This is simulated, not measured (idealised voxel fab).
process module | voxel capacitor over wiring
This is section cut - it's 235 nm across, gridded in 5 nm square cells.
Cross-section spec: square-cell grid; bands listed top down; each band is one or more rows.
This entry defines a band. It first specifies the height of the band's top and the height of its bottom in nm, and then specifies the band's materials from left to right, stating each material with its width in nm. The word "full width" identifies a single material that fills the band from edge to edge, while the word "air" identifies empty space.
A quick word on heights: they are counted from 0, and under that level the wafer as it came to us is one material throughout. The lowest band is different from the rest in having no bottom; it simply continues downward, written as in "from 0 down".
A width such as "30..40" changes by the same amount from each row of cells to the next, from the band's top row to its bottom row.
For the purposes of this document, the phrase "everything unchanged" attached to a step denotes that no cell within the cross-section was modified by that step.
"Cavities, sealed" - sealed voids, min. 8 cells, no opening to top; format: width x height at distance (distance from left edge; nm throughout).
Read whatever lies past the settings on a step's line as the simulator's own remark about the step.
"overlay nm" denotes, for a step that has a mask, the displacement of the mask to the right of its planned place, with negative values corresponding to the left.
The following list gives the planned process steps
| 1 | RECEIVE: material Si |
| 2 | CONFORMAL_DEP: material SiO2, thk nm 10 |
| 3 | DIRECTIONAL_DEP: material TiN, thk nm 5 |
| 4 | DIRECTIONAL_DEP: material Ru, thk nm 25 |
| 5 | MASKED_ETCH: tone cover, mask id METAL_1, width nm 30, pitch nm 95, etch materials Ru, depth nm 25, overlay nm 0 |
| 6 | MASKED_ETCH: tone cover, mask id METAL_1, width nm 30, pitch nm 95, etch materials TiN, depth nm 5, overlay nm 0 |
| 7 | CONFORMAL_DEP: material SiCN, thk nm 5 |
| 8 | FILL_DEP: material SiO2, thk nm 5 |
| 9 | CMP: height nm 40 |
| 10 | CONFORMAL_DEP: material SiCN, thk nm 5 |
| 11 | DIRECTIONAL_DEP: material SiO2, thk nm 20 |
| 12 | PATTERN: tone open, mask id PLUG_1, material resist, width nm 15, thk nm 20, overlay nm 0 |
| 13 | DIRECTIONAL_ETCH: etch materials SiO2, depth nm 20 |
| 14 | DIRECTIONAL_ETCH: etch materials SiCN, depth nm 5 |
| 15 | STRIP: etch materials resist |
| 16 | CONFORMAL_DEP: material TiN, thk nm 5 |
| 17 | FILL_DEP: material W, thk nm 10 |
| 18 | CMP: height nm 65 |
| 19 | DIRECTIONAL_DEP: material TiN, thk nm 10 |
| 20 | DIRECTIONAL_DEP: material Al2O3, thk nm 5 |
| 21 | DIRECTIONAL_DEP: material TiN, thk nm 10 |
| 22 | MASKED_ETCH: tone cover, mask id UPPER_PLATE, width nm 70, etch materials TiN, depth nm 10, overlay nm 0 |
| 23 | MASKED_ETCH: tone cover, mask id UPPER_PLATE, width nm 70, etch materials Al2O3, depth nm 5, overlay nm 0 |
| 24 | MASKED_ETCH: tone cover, mask id LOWER_PLATE, width nm 80, etch materials TiN, depth nm 10, overlay nm 0 |
| 25 | FILL_DEP: material SiO2, thk nm 20 |
| 26 | CMP: height nm 105 |
| 27 | DIRECTIONAL_DEP: material aC, thk nm 10 |
| 28 | PATTERN: tone open, mask id PLUG_2, material resist, width nm 15, thk nm 30, overlay nm 0 |
| 29 | DIRECTIONAL_ETCH: etch materials aC, depth nm 10 |
| 30 | STRIP: etch materials resist |
| 31 | DIRECTIONAL_ETCH: etch materials SiO2, depth nm 15 |
| 32 | STRIP: etch materials aC |
| 33 | CONFORMAL_DEP: material TiN, thk nm 5 |
| 34 | FILL_DEP: material Ru, thk nm 5 |
| 35 | CMP: height nm 105 |
| 36 | CONFORMAL_DEP: material SiCN, thk nm 5 |
First wafer of two (run as planned)
Wafer cross-section on receipt, i.e. after step 1
- from 0 down: Si full width
- Cavities, sealed: none
Take a look at the wafer's cross-section after step 2
- from 10 to 0: SiO2 full width
- below 0: unchanged
Take a look at the wafer's cross-section after step 3
- from 15 to 10: TiN full width
- below 10: unchanged
Take a look at the wafer's cross-section after step 4
- from 40 to 15: Ru full width
- below 15: unchanged
Take a look at the wafer's cross-section after step 5
- from 40 to 15: 55 air, 30 Ru, 65 air, 30 Ru, 55 air
- below 15: unchanged
Take a look at the wafer's cross-section after step 6
- from 40 to 15: 55 air, 30 Ru, 65 air, 30 Ru, 55 air
- from 15 to 10: 55 air, 30 TiN, 65 air, 30 TiN, 55 air
- below 10: unchanged
Take a look at the wafer's cross-section after step 7
- from 45 to 40: 50 air, 40 SiCN, 55 air, 40 SiCN, 50 air
- from 40 to 15: 50 air, 5 SiCN, 30 Ru, 5 SiCN, 55 air, 5 SiCN, 30 Ru, 5 SiCN, 50 air
- from 15 to 10: 55 SiCN, 30 TiN, 65 SiCN, 30 TiN, 55 SiCN
- below 10: unchanged
Take a look at the wafer's cross-section after step 8
- from 50 to 45: SiO2 full width
- from 45 to 40: 50 SiO2, 40 SiCN, 55 SiO2, 40 SiCN, 50 SiO2
- from 40 to 15: 50 SiO2, 5 SiCN, 30 Ru, 5 SiCN, 55 SiO2, 5 SiCN, 30 Ru, 5 SiCN, 50 SiO2
- below 15: unchanged
Take a look at the wafer's cross-section after step 9
- from 40 to 15: 50 SiO2, 5 SiCN, 30 Ru, 5 SiCN, 55 SiO2, 5 SiCN, 30 Ru, 5 SiCN, 50 SiO2
- below 15: unchanged
Take a look at the wafer's cross-section after step 10
- from 45 to 40: SiCN full width
- below 40: unchanged
Take a look at the wafer's cross-section after step 11
- from 65 to 45: SiO2 full width
- below 45: unchanged
Take a look at the wafer's cross-section after step 12
- from 85 to 65: 70 resist, 15 air, 150 resist
- below 65: unchanged
Take a look at the wafer's cross-section after step 13
- from 85 to 65: 70 resist, 15 air, 150 resist
- from 65 to 45: 70 SiO2, 15 air, 150 SiO2
- below 45: unchanged
Take a look at the wafer's cross-section after step 14
- from 85 to 65: 70 resist, 15 air, 150 resist
- from 65 to 45: 70 SiO2, 15 air, 150 SiO2
- from 45 to 40: 70 SiCN, 15 air, 150 SiCN
- below 40: unchanged
Take a look at the wafer's cross-section after step 15
- from 65 to 45: 70 SiO2, 15 air, 150 SiO2
- below 45: unchanged
Take a look at the wafer's cross-section after step 16
- from 70 to 65: 75 TiN, 5 air, 155 TiN
- from 65 to 45: 70 SiO2, 5 TiN, 5 air, 5 TiN, 150 SiO2
- from 45 to 40: 70 SiCN, 15 TiN, 150 SiCN
- below 40: unchanged
Take a look at the wafer's cross-section after step 17
- from 80 to 70: W full width
- from 70 to 65: 75 TiN, 5 W, 155 TiN
- from 65 to 45: 70 SiO2, 5 TiN, 5 W, 5 TiN, 150 SiO2
- below 45: unchanged
Take a look at the wafer's cross-section after step 18
- from 65 to 45: 70 SiO2, 5 TiN, 5 W, 5 TiN, 150 SiO2
- below 45: unchanged
Take a look at the wafer's cross-section after step 19
- from 75 to 65: TiN full width
- below 65: unchanged
Take a look at the wafer's cross-section after step 20
- from 80 to 75: Al2O3 full width
- below 75: unchanged
Take a look at the wafer's cross-section after step 21
- from 90 to 80: TiN full width
- below 80: unchanged
Take a look at the wafer's cross-section after step 22
- from 90 to 80: 70 air, 70 TiN, 95 air
- below 80: unchanged
Take a look at the wafer's cross-section after step 23
- from 90 to 80: 70 air, 70 TiN, 95 air
- from 80 to 75: 70 air, 70 Al2O3, 95 air
- below 75: unchanged
Take a look at the wafer's cross-section after step 24
- from 90 to 80: 70 air, 70 TiN, 95 air
- from 80 to 75: 70 air, 70 Al2O3, 95 air
- from 75 to 65: 65 air, 80 TiN, 90 air
- below 65: unchanged
Take a look at the wafer's cross-section after step 25
- from 110 to 90: SiO2 full width
- from 90 to 80: 70 SiO2, 70 TiN, 95 SiO2
- from 80 to 75: 70 SiO2, 70 Al2O3, 95 SiO2
- from 75 to 65: 65 SiO2, 80 TiN, 90 SiO2
- below 65: unchanged
Take a look at the wafer's cross-section after step 26
- from 105 to 90: SiO2 full width
- below 90: unchanged
Take a look at the wafer's cross-section after step 27
- from 115 to 105: aC full width
- below 105: unchanged
Take a look at the wafer's cross-section after step 28
- from 145 to 115: 80 resist, 15 air, 140 resist
- below 115: unchanged
Take a look at the wafer's cross-section after step 29
- from 135 to 115: 80 resist, 15 air, 140 resist
- from 115 to 105: 80 aC, 15 air, 140 aC
- below 105: unchanged
Take a look at the wafer's cross-section after step 30
- from 115 to 105: 80 aC, 15 air, 140 aC
- below 105: unchanged
Take a look at the wafer's cross-section after step 31
- from 115 to 105: 80 aC, 15 air, 140 aC
- from 105 to 90: 80 SiO2, 15 air, 140 SiO2
- below 90: unchanged
Take a look at the wafer's cross-section after step 32
- from 105 to 90: 80 SiO2, 15 air, 140 SiO2
- below 90: unchanged
Take a look at the wafer's cross-section after step 33
- from 110 to 105: 85 TiN, 5 air, 145 TiN
- from 105 to 95: 80 SiO2, 5 TiN, 5 air, 5 TiN, 140 SiO2
- from 95 to 90: 80 SiO2, 15 TiN, 140 SiO2
- below 90: unchanged
Take a look at the wafer's cross-section after step 34
- from 115 to 110: Ru full width
- from 110 to 105: 85 TiN, 5 Ru, 145 TiN
- from 105 to 95: 80 SiO2, 5 TiN, 5 Ru, 5 TiN, 140 SiO2
- below 95: unchanged
Take a look at the wafer's cross-section after step 35
- from 105 to 95: 80 SiO2, 5 TiN, 5 Ru, 5 TiN, 140 SiO2
- below 95: unchanged
Take a look at the wafer's cross-section after step 36
- from 110 to 105: SiCN full width
- below 105: unchanged
Wafer two. Identical start, identical plan. One mistake in execution. Identical history through step 27
Cross-sectional view of the second wafer at the intended end time of process step 28
- from 145 to 115: 80 resist, 20 air, 135 resist
- below 115: unchanged
Cross-sectional view of the second wafer at the intended end time of process step 29
- from 135 to 115: 80 resist, 20 air, 135 resist
- from 115 to 105: 80 aC, 20 air, 135 aC
- below 105: unchanged
Cross-sectional view of the second wafer at the intended end time of process step 30
- from 115 to 105: 80 aC, 20 air, 135 aC
- below 105: unchanged
Cross-sectional view of the second wafer at the intended end time of process step 31
- from 115 to 105: 80 aC, 20 air, 135 aC
- from 105 to 90: 80 SiO2, 20 air, 135 SiO2
- below 90: unchanged
Cross-sectional view of the second wafer at the intended end time of process step 32
- from 105 to 90: 80 SiO2, 20 air, 135 SiO2
- below 90: unchanged
Cross-sectional view of the second wafer at the intended end time of process step 33
- from 110 to 105: 85 TiN, 10 air, 140 TiN
- from 105 to 95: 80 SiO2, 5 TiN, 10 air, 5 TiN, 135 SiO2
- from 95 to 90: 80 SiO2, 20 TiN, 135 SiO2
- below 90: unchanged
Cross-sectional view of the second wafer at the intended end time of process step 34
- from 115 to 110: Ru full width
- from 110 to 105: 85 TiN, 10 Ru, 140 TiN
- from 105 to 95: 80 SiO2, 5 TiN, 10 Ru, 5 TiN, 135 SiO2
- below 95: unchanged
Cross-sectional view of the second wafer at the intended end time of process step 35
- from 105 to 95: 80 SiO2, 5 TiN, 10 Ru, 5 TiN, 135 SiO2
- below 95: unchanged
Cross-sectional view of the second wafer at the intended end time of process step 36
- from 110 to 105: SiCN full width
- below 105: unchanged
Which mistake was made when the wafer was run? step 28 ran as: PATTERN: tone open, mask id PLUG_2, material resist, width nm 20, thk nm 30, overlay nm 0
End of process, cell counts, second wafer against first, materials with more or fewer: Ru +2 | SiO2 -3 | TiN +1
